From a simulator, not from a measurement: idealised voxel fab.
process module | voxel wiring stack
We display cut, a cross-section 190 nm in width whose square cells are each 5 nm.
Cross-section, as written here: a square-cell grid given band by band from the top down, where a band holds one or more rows of cells.
Top, bottom (nm), then materials left to right with widths (nm); lone material tagged "edge to edge" fills the whole band edge to edge; "air" = empty space.
The reference from which all heights are counted is 0, the level beneath which the as-received wafer is entirely one material; the lowest band, having no lower bound, proceeds downward and is written after the example "0 -> down".
It should be noted that a width expressed as "30->40" varies in equal increments from row to row of cells within the band, taking the value of the first number at the top row and that of the second number at the bottom row.
"no modification", as given for a step, is the statement that not any cell of the cross-section underwent a change during that step.
You'll see "Unvented voids" listing empty spaces that have no way open to the top, as long as they're 8 cells or more; the notation is width x height at distance, where the distance is from the left edge, and all of it is in nm.
Past the settings on a step's line: simulator remark, on that step.
The "overlay nm" setting may appear on a step's line; for a step that uses a mask, it gives how far to the right of its planned position the mask lay, and a negative value indicates the left.
Here's what the planned process steps look like
1) RECEIVE, material Si
2) CONFORMAL_DEP, material SiO2, thk nm 10
3) DIRECTIONAL_DEP, material TiN, thk nm 5
4) DIRECTIONAL_DEP, material Ru, thk nm 20
5) MASKED_ETCH, tone cover, mask id METAL_1, width nm 25, pitch nm 40, etch materials Ru, depth nm 20, overlay nm 0
6) MASKED_ETCH, tone cover, mask id METAL_1, width nm 25, pitch nm 40, etch materials TiN, depth nm 5, overlay nm 0
7) FILL_DEP, material SiO2, thk nm 10
8) CMP, height nm 35
9) CONFORMAL_DEP, material SiCN, thk nm 5
10) DIRECTIONAL_DEP, material lowk, thk nm 30
11) PATTERN, tone open, mask id METAL_2_HOLES, material resist, width nm 15, thk nm 20, overlay nm 0
12) DIRECTIONAL_ETCH, etch materials lowk, depth nm 30
13) STRIP, etch materials resist
14) DIRECTIONAL_DEP, material aC, thk nm 10
15) PATTERN, tone open, mask id METAL_2, material resist, width nm 25, pitch nm 40, thk nm 30, overlay nm 0
16) DIRECTIONAL_ETCH, etch materials aC, depth nm 10
17) STRIP, etch materials resist
18) DIRECTIONAL_ETCH, etch materials lowk, depth nm 20
19) DIRECTIONAL_ETCH, etch materials SiCN, depth nm 5
20) STRIP, etch materials aC
21) CONFORMAL_DEP, material TiN, thk nm 5
22) FILL_DEP, material Cu, thk nm 10
23) CMP, height nm 70
24) CONFORMAL_DEP, material SiCN, thk nm 5
25) DIRECTIONAL_DEP, material SiO2, thk nm 35
26) MASKED_ETCH, tone open, mask id METAL_3, width nm 25, pitch nm 40, etch materials SiO2, depth nm 20, overlay nm 0
27) DIRECTIONAL_DEP, material aC, thk nm 10
28) PATTERN, tone open, mask id METAL_3_HOLES, material resist, width nm 15, pitch nm 40, thk nm 25, overlay nm 0
29) DIRECTIONAL_ETCH, etch materials aC, depth nm 10
30) STRIP, etch materials resist
31) DIRECTIONAL_ETCH, etch materials SiO2, depth nm 15
32) DIRECTIONAL_ETCH, etch materials SiCN, depth nm 5
33) STRIP, etch materials aC
34) CONFORMAL_DEP, material TiN, thk nm 5
35) FILL_DEP, material Ru, thk nm 10
36) CMP, height nm 110
37) CONFORMAL_DEP, material SiCN, thk nm 5
38) DIRECTIONAL_DEP, material SiO2, thk nm 25
39) PATTERN, tone open, mask id METAL_4, material resist, width nm 25, pitch nm 40, thk nm 15, overlay nm 0
40) DIRECTIONAL_ETCH, etch materials SiO2, depth nm 15
41) STRIP, etch materials resist
42) MASKED_ETCH, tone open, mask id METAL_4_HOLES, width nm 15, etch materials SiO2, depth nm 10, overlay nm 0
43) MASKED_ETCH, tone open, mask id METAL_4_HOLES, width nm 15, etch materials SiCN, depth nm 5, overlay nm 0
44) CONFORMAL_DEP, material TiN, thk nm 5
45) FILL_DEP, material Cu, thk nm 5
46) CMP, height nm 140
47) CONFORMAL_DEP, material SiCN, thk nm 5
The following pertains to the first of two wafers, which was processed as planned
Cross-section of the wafer at receipt, which is the condition after step 1
    0 -> down | Si edge to edge
    Unvented voids: none
Cross-section of the wafer after step 2
    10 -> 0 | SiO2 edge to edge
    For the remainder of the cross-section, below 0, there is no change.
Cross-section of the wafer after step 3
    15 -> 10 | TiN edge to edge
    For the remainder of the cross-section, below 10, there is no change.
Cross-section of the wafer after step 4
    35 -> 15 | Ru edge to edge
    For the remainder of the cross-section, below 15, there is no change.
Cross-section of the wafer after step 5
    35 -> 15 | 60 of air, 25 of Ru, 15 of air, 25 of Ru, 65 of air
    For the remainder of the cross-section, below 15, there is no change.
Cross-section of the wafer after step 6
    35 -> 15 | 60 of air, 25 of Ru, 15 of air, 25 of Ru, 65 of air
    15 -> 10 | 60 of air, 25 of TiN, 15 of air, 25 of TiN, 65 of air
    For the remainder of the cross-section, below 10, there is no change.
Cross-section of the wafer after step 7
    45 -> 35 | SiO2 edge to edge
    35 -> 15 | 60 of SiO2, 25 of Ru, 15 of SiO2, 25 of Ru, 65 of SiO2
    15 -> 10 | 60 of SiO2, 25 of TiN, 15 of SiO2, 25 of TiN, 65 of SiO2
    For the remainder of the cross-section, below 10, there is no change.
Cross-section of the wafer after step 8
    35 -> 15 | 60 of SiO2, 25 of Ru, 15 of SiO2, 25 of Ru, 65 of SiO2
    For the remainder of the cross-section, below 15, there is no change.
Cross-section of the wafer after step 9
    40 -> 35 | SiCN edge to edge
    For the remainder of the cross-section, below 35, there is no change.
Cross-section of the wafer after step 10
    70 -> 40 | lowk edge to edge
    For the remainder of the cross-section, below 40, there is no change.
Cross-section of the wafer after step 11
    90 -> 70 | 60 of resist, 15 of air, 115 of resist
    For the remainder of the cross-section, below 70, there is no change.
Cross-section of the wafer after step 12
    90 -> 70 | 60 of resist, 15 of air, 115 of resist
    70 -> 40 | 60 of lowk, 15 of air, 115 of lowk
    For the remainder of the cross-section, below 40, there is no change.
Cross-section of the wafer after step 13
    70 -> 40 | 60 of lowk, 15 of air, 115 of lowk
    For the remainder of the cross-section, below 40, there is no change.
Cross-section of the wafer after step 14
    80 -> 70 | 60 of aC, 15 of air, 115 of aC
    70 -> 50 | 60 of lowk, 15 of air, 115 of lowk
    50 -> 40 | 60 of lowk, 15 of aC, 115 of lowk
    For the remainder of the cross-section, below 40, there is no change.
Cross-section of the wafer after step 15
    110 -> 80 | 60 of resist, 25 of air, 15 of resist, 25 of air, 65 of resist
    For the remainder of the cross-section, below 80, there is no change.
Cross-section of the wafer after step 16
    100 -> 80 | 60 of resist, 25 of air, 15 of resist, 25 of air, 65 of resist
    80 -> 70 | 60 of aC, 25 of air, 15 of aC, 25 of air, 65 of aC
    70 -> 40 | 60 of lowk, 15 of air, 115 of lowk
    For the remainder of the cross-section, below 40, there is no change.
Cross-section of the wafer after step 17
    80 -> 70 | 60 of aC, 25 of air, 15 of aC, 25 of air, 65 of aC
    For the remainder of the cross-section, below 70, there is no change.
Cross-section of the wafer after step 18
    80 -> 70 | 60 of aC, 25 of air, 15 of aC, 25 of air, 65 of aC
    70 -> 50 | 60 of lowk, 25 of air, 15 of lowk, 25 of air, 65 of lowk
    For the remainder of the cross-section, below 50, there is no change.
Cross-section of the wafer after step 19
    80 -> 70 | 60 of aC, 25 of air, 15 of aC, 25 of air, 65 of aC
    70 -> 50 | 60 of lowk, 25 of air, 15 of lowk, 25 of air, 65 of lowk
    50 -> 40 | 60 of lowk, 15 of air, 115 of lowk
    40 -> 35 | 60 of SiCN, 15 of air, 115 of SiCN
    For the remainder of the cross-section, below 35, there is no change.
Cross-section of the wafer after step 20
    70 -> 50 | 60 of lowk, 25 of air, 15 of lowk, 25 of air, 65 of lowk
    For the remainder of the cross-section, below 50, there is no change.
Cross-section of the wafer after step 21
    75 -> 70 | 65 of TiN, 15 of air, 25 of TiN, 15 of air, 70 of TiN
    70 -> 55 | 60 of lowk, 5 of TiN, 15 of air, 5 of TiN, 15 of lowk, 5 of TiN, 15 of air, 5 of TiN, 65 of lowk
    55 -> 50 | 60 of lowk, 5 of TiN, 5 of air, 15 of TiN, 15 of lowk, 25 of TiN, 65 of lowk
    50 -> 40 | 60 of lowk, 5 of TiN, 5 of air, 5 of TiN, 115 of lowk
    40 -> 35 | 60 of SiCN, 15 of TiN, 115 of SiCN
    For the remainder of the cross-section, below 35, there is no change.
Cross-section of the wafer after step 22
    85 -> 75 | Cu edge to edge
    75 -> 70 | 65 of TiN, 15 of Cu, 25 of TiN, 15 of Cu, 70 of TiN
    70 -> 55 | 60 of lowk, 5 of TiN, 15 of Cu, 5 of TiN, 15 of lowk, 5 of TiN, 15 of Cu, 5 of TiN, 65 of lowk
    55 -> 50 | 60 of lowk, 5 of TiN, 5 of Cu, 15 of TiN, 15 of lowk, 25 of TiN, 65 of lowk
    50 -> 40 | 60 of lowk, 5 of TiN, 5 of Cu, 5 of TiN, 115 of lowk
    For the remainder of the cross-section, below 40, there is no change.
Cross-section of the wafer after step 23
    70 -> 55 | 60 of lowk, 5 of TiN, 15 of Cu, 5 of TiN, 15 of lowk, 5 of TiN, 15 of Cu, 5 of TiN, 65 of lowk
    For the remainder of the cross-section, below 55, there is no change.
Cross-section of the wafer after step 24
    75 -> 70 | SiCN edge to edge
    For the remainder of the cross-section, below 70, there is no change.
Cross-section of the wafer after step 25
    110 -> 75 | SiO2 edge to edge
    For the remainder of the cross-section, below 75, there is no change.
Cross-section of the wafer after step 26
    110 -> 90 | 60 of SiO2, 25 of air, 15 of SiO2, 25 of air, 65 of SiO2
    For the remainder of the cross-section, below 90, there is no change.
Cross-section of the wafer after step 27
    120 -> 110 | 60 of aC, 25 of air, 15 of aC, 25 of air, 65 of aC
    110 -> 100 | 60 of SiO2, 25 of air, 15 of SiO2, 25 of air, 65 of SiO2
    100 -> 90 | 60 of SiO2, 25 of aC, 15 of SiO2, 25 of aC, 65 of SiO2
    For the remainder of the cross-section, below 90, there is no change.
Cross-section of the wafer after step 28
    145 -> 120 | 60 of resist, 15 of air, 25 of resist, 15 of air, 75 of resist
    120 -> 110 | 60 of aC, 15 of air, 10 of resist, 15 of aC, 15 of air, 10 of resist, 65 of aC
    110 -> 100 | 60 of SiO2, 15 of air, 10 of resist, 15 of SiO2, 15 of air, 10 of resist, 65 of SiO2
    For the remainder of the cross-section, below 100, there is no change.
Cross-section of the wafer after step 29
    135 -> 120 | 60 of resist, 15 of air, 25 of resist, 15 of air, 75 of resist
    120 -> 110 | 60 of aC, 15 of air, 10 of resist, 15 of aC, 15 of air, 10 of resist, 65 of aC
    110 -> 100 | 60 of SiO2, 15 of air, 10 of resist, 15 of SiO2, 15 of air, 10 of resist, 65 of SiO2
    100 -> 90 | 60 of SiO2, 15 of air, 10 of aC, 15 of SiO2, 15 of air, 10 of aC, 65 of SiO2
    For the remainder of the cross-section, below 90, there is no change.
Cross-section of the wafer after step 30
    120 -> 110 | 60 of aC, 25 of air, 15 of aC, 25 of air, 65 of aC
    110 -> 100 | 60 of SiO2, 25 of air, 15 of SiO2, 25 of air, 65 of SiO2
    For the remainder of the cross-section, below 100, there is no change.
Cross-section of the wafer after step 31
    120 -> 110 | 60 of aC, 25 of air, 15 of aC, 25 of air, 65 of aC
    110 -> 100 | 60 of SiO2, 25 of air, 15 of SiO2, 25 of air, 65 of SiO2
    100 -> 90 | 60 of SiO2, 15 of air, 10 of aC, 15 of SiO2, 15 of air, 10 of aC, 65 of SiO2
    90 -> 75 | 60 of SiO2, 15 of air, 25 of SiO2, 15 of air, 75 of SiO2
    For the remainder of the cross-section, below 75, there is no change.
Cross-section of the wafer after step 32
    120 -> 110 | 60 of aC, 25 of air, 15 of aC, 25 of air, 65 of aC
    110 -> 100 | 60 of SiO2, 25 of air, 15 of SiO2, 25 of air, 65 of SiO2
    100 -> 90 | 60 of SiO2, 15 of air, 10 of aC, 15 of SiO2, 15 of air, 10 of aC, 65 of SiO2
    90 -> 75 | 60 of SiO2, 15 of air, 25 of SiO2, 15 of air, 75 of SiO2
    75 -> 70 | 60 of SiCN, 15 of air, 25 of SiCN, 15 of air, 75 of SiCN
    For the remainder of the cross-section, below 70, there is no change.
Cross-section of the wafer after step 33
    110 -> 90 | 60 of SiO2, 25 of air, 15 of SiO2, 25 of air, 65 of SiO2
    For the remainder of the cross-section, below 90, there is no change.
Cross-section of the wafer after step 34
    115 -> 110 | 65 of TiN, 15 of air, 25 of TiN, 15 of air, 70 of TiN
    110 -> 95 | 60 of SiO2, 5 of TiN, 15 of air, 5 of TiN, 15 of SiO2, 5 of TiN, 15 of air, 5 of TiN, 65 of SiO2
    95 -> 90 | 60 of SiO2, 5 of TiN, 5 of air, 15 of TiN, 15 of SiO2, 5 of TiN, 5 of air, 15 of TiN, 65 of SiO2
    90 -> 75 | 60 of SiO2, 5 of TiN, 5 of air, 5 of TiN, 25 of SiO2, 5 of TiN, 5 of air, 5 of TiN, 75 of SiO2
    75 -> 70 | 60 of SiCN, 15 of TiN, 25 of SiCN, 15 of TiN, 75 of SiCN
    For the remainder of the cross-section, below 70, there is no change.
Cross-section of the wafer after step 35
    125 -> 115 | Ru edge to edge
    115 -> 110 | 65 of TiN, 15 of Ru, 25 of TiN, 15 of Ru, 70 of TiN
    110 -> 95 | 60 of SiO2, 5 of TiN, 15 of Ru, 5 of TiN, 15 of SiO2, 5 of TiN, 15 of Ru, 5 of TiN, 65 of SiO2
    95 -> 90 | 60 of SiO2, 5 of TiN, 5 of Ru, 15 of TiN, 15 of SiO2, 5 of TiN, 5 of Ru, 15 of TiN, 65 of SiO2
    90 -> 75 | 60 of SiO2, 5 of TiN, 5 of Ru, 5 of TiN, 25 of SiO2, 5 of TiN, 5 of Ru, 5 of TiN, 75 of SiO2
    For the remainder of the cross-section, below 75, there is no change.
Cross-section of the wafer after step 36
    110 -> 95 | 60 of SiO2, 5 of TiN, 15 of Ru, 5 of TiN, 15 of SiO2, 5 of TiN, 15 of Ru, 5 of TiN, 65 of SiO2
    For the remainder of the cross-section, below 95, there is no change.
Cross-section of the wafer after step 37
    115 -> 110 | SiCN edge to edge
    For the remainder of the cross-section, below 110, there is no change.
Cross-section of the wafer after step 38
    140 -> 115 | SiO2 edge to edge
    For the remainder of the cross-section, below 115, there is no change.
Cross-section of the wafer after step 39
    155 -> 140 | 60 of resist, 25 of air, 15 of resist, 25 of air, 65 of resist
    For the remainder of the cross-section, below 140, there is no change.
Cross-section of the wafer after step 40
    155 -> 140 | 60 of resist, 25 of air, 15 of resist, 25 of air, 65 of resist
    140 -> 125 | 60 of SiO2, 25 of air, 15 of SiO2, 25 of air, 65 of SiO2
    For the remainder of the cross-section, below 125, there is no change.
Cross-section of the wafer after step 41
    140 -> 125 | 60 of SiO2, 25 of air, 15 of SiO2, 25 of air, 65 of SiO2
    For the remainder of the cross-section, below 125, there is no change.
Cross-section of the wafer after step 42
    140 -> 125 | 60 of SiO2, 25 of air, 15 of SiO2, 25 of air, 65 of SiO2
    125 -> 115 | 60 of SiO2, 15 of air, 115 of SiO2
    For the remainder of the cross-section, below 115, there is no change.
Cross-section of the wafer after step 43
    140 -> 125 | 60 of SiO2, 25 of air, 15 of SiO2, 25 of air, 65 of SiO2
    125 -> 115 | 60 of SiO2, 15 of air, 115 of SiO2
    115 -> 110 | 60 of SiCN, 15 of air, 115 of SiCN
    For the remainder of the cross-section, below 110, there is no change.
Cross-section of the wafer after step 44
    145 -> 140 | 65 of TiN, 15 of air, 25 of TiN, 15 of air, 70 of TiN
    140 -> 130 | 60 of SiO2, 5 of TiN, 15 of air, 5 of TiN, 15 of SiO2, 5 of TiN, 15 of air, 5 of TiN, 65 of SiO2
    130 -> 125 | 60 of SiO2, 5 of TiN, 5 of air, 15 of TiN, 15 of SiO2, 25 of TiN, 65 of SiO2
    125 -> 115 | 60 of SiO2, 5 of TiN, 5 of air, 5 of TiN, 115 of SiO2
    115 -> 110 | 60 of SiCN, 15 of TiN, 115 of SiCN
    For the remainder of the cross-section, below 110, there is no change.
Cross-section of the wafer after step 45
    150 -> 145 | Cu edge to edge
    145 -> 140 | 65 of TiN, 15 of Cu, 25 of TiN, 15 of Cu, 70 of TiN
    140 -> 130 | 60 of SiO2, 5 of TiN, 15 of Cu, 5 of TiN, 15 of SiO2, 5 of TiN, 15 of Cu, 5 of TiN, 65 of SiO2
    130 -> 125 | 60 of SiO2, 5 of TiN, 5 of Cu, 15 of TiN, 15 of SiO2, 25 of TiN, 65 of SiO2
    125 -> 115 | 60 of SiO2, 5 of TiN, 5 of Cu, 5 of TiN, 115 of SiO2
    For the remainder of the cross-section, below 115, there is no change.
Cross-section of the wafer after step 46
    140 -> 130 | 60 of SiO2, 5 of TiN, 15 of Cu, 5 of TiN, 15 of SiO2, 5 of TiN, 15 of Cu, 5 of TiN, 65 of SiO2
    For the remainder of the cross-section, below 130, there is no change.
Cross-section of the wafer after step 47
    145 -> 140 | SiCN edge to edge
    For the remainder of the cross-section, below 140, there is no change.
For the second wafer, take the first wafer's start and plan, then add one mistake made in running it; everything through step 42, that step included, is shared with the first
Planned end of step 43: second wafer, cross-section
    140 -> 125 | 60 of SiO2, 25 of air, 15 of SiO2, 25 of air, 65 of SiO2
    125 -> 115 | 60 of SiO2, 15 of air, 115 of SiO2
    115 -> 110 | 65 of SiCN, 10 of air, 115 of SiCN
    For the remainder of the cross-section, below 110, there is no change.
Planned end of step 44: second wafer, cross-section
    145 -> 140 | 65 of TiN, 15 of air, 25 of TiN, 15 of air, 70 of TiN
    140 -> 130 | 60 of SiO2, 5 of TiN, 15 of air, 5 of TiN, 15 of SiO2, 5 of TiN, 15 of air, 5 of TiN, 65 of SiO2
    130 -> 125 | 60 of SiO2, 5 of TiN, 5 of air, 15 of TiN, 15 of SiO2, 25 of TiN, 65 of SiO2
    125 -> 120 | 60 of SiO2, 5 of TiN, 5 of air, 5 of TiN, 115 of SiO2
    120 -> 115 | 60 of SiO2, 15 of TiN, 115 of SiO2
    115 -> 110 | 65 of SiCN, 10 of TiN, 115 of SiCN
    For the remainder of the cross-section, below 110, there is no change.
Planned end of step 45: second wafer, cross-section
    150 -> 145 | Cu edge to edge
    145 -> 140 | 65 of TiN, 15 of Cu, 25 of TiN, 15 of Cu, 70 of TiN
    140 -> 130 | 60 of SiO2, 5 of TiN, 15 of Cu, 5 of TiN, 15 of SiO2, 5 of TiN, 15 of Cu, 5 of TiN, 65 of SiO2
    130 -> 125 | 60 of SiO2, 5 of TiN, 5 of Cu, 15 of TiN, 15 of SiO2, 25 of TiN, 65 of SiO2
    125 -> 120 | 60 of SiO2, 5 of TiN, 5 of Cu, 5 of TiN, 115 of SiO2
    For the remainder of the cross-section, below 120, there is no change.
Planned end of step 46: second wafer, cross-section
    140 -> 130 | 60 of SiO2, 5 of TiN, 15 of Cu, 5 of TiN, 15 of SiO2, 5 of TiN, 15 of Cu, 5 of TiN, 65 of SiO2
    For the remainder of the cross-section, below 130, there is no change.
Planned end of step 47: second wafer, cross-section
    145 -> 140 | SiCN edge to edge
    For the remainder of the cross-section, below 140, there is no change.
What broke from the plan during processing? contrary to plan, step 43 was performed as MASKED_ETCH, tone open, mask id METAL_4_HOLES, width nm 15, etch materials SiCN, depth nm 5, overlay nm 5
End check, counted in cells, second wafer has more or fewer of these materials than the first: Cu: 1 fewer; SiCN: 1 more
